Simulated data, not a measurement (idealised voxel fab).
Process module heading - voxel trench capacitor
Pictured: cross-section cut, 165 nm wide, on a grid of 5 nm square cells.
A cross-section is written here as square cells arranged in a grid, and it is given in bands from the top down, each band taking up one or more rows of cells.
Top height, bottom height, nm. Materials left to right, width each, nm. Single material + "throughout" = fills band edge to edge. "empty" = empty.
Height datum 0, below which the as-received substrate wafer is one material. Lowest band open at the bottom, running downward: "top 0, no bottom".
A width such as "30..40" changes by the same amount from each row of cells to the next, from the band's top row to its bottom row.
Given "nothing got changed" for a step, no cell of the cross-section differs between before and after that step.
In "Enclosed void entries" the enclosed voids are listed, meaning empty spaces of 8 cells or larger without any opening to the top. The form is width x height at distance, distance from the left edge, units nm.
If you see something after the settings on a step's line, that's the simulator's own remark about that step.
Regarding "overlay nm": on a step with a mask, it is the distance the mask lay to the right of its planned place; a negative value places it to the left.
**Process steps (planned)**
1,RECEIVE | material Si
2,CONFORMAL_DEP | material SiN | thk nm 5
3,PATTERN | tone open | mask id TRENCH | material resist | width nm 20 | pitch nm 45 | thk nm 15 | overlay nm 0
4,DIRECTIONAL_ETCH | etch materials SiN | depth nm 5
5,DIRECTIONAL_ETCH | etch materials Si | depth nm 25
6,STRIP | etch materials resist
7,CONFORMAL_DEP | material SiO2 | thk nm 5
8,FILL_DEP | material polySi | thk nm 10
9,CMP | height nm 5
**Wafer as received: cross-section following step 1**
- top 0, no bottom  Si throughout
- Enclosed void entries: none
**Cross-section at module end, one run error; start and plan unchanged from above**
- top 20, bottom 10  polySi throughout
- top 10, bottom 5  SiO2=55 / polySi=10 / SiO2=35 / polySi=10 / SiO2=55
- top 5, bottom 0  SiN=50 / SiO2=5 / polySi=10 / SiO2=5 / SiN=25 / SiO2=5 / polySi=10 / SiO2=5 / SiN=50
- top 0, bottom -20  Si=50 / SiO2=5 / polySi=10 / SiO2=5 / Si=25 / SiO2=5 / polySi=10 / SiO2=5 / Si=50
- top -20, bottom -25  Si=50 / SiO2=20 / Si=25 / SiO2=20 / Si=50
- top -25, no bottom  Si throughout
- Enclosed void entries: none
Deviation from plan: plan step 9 was not performed, having been skipped
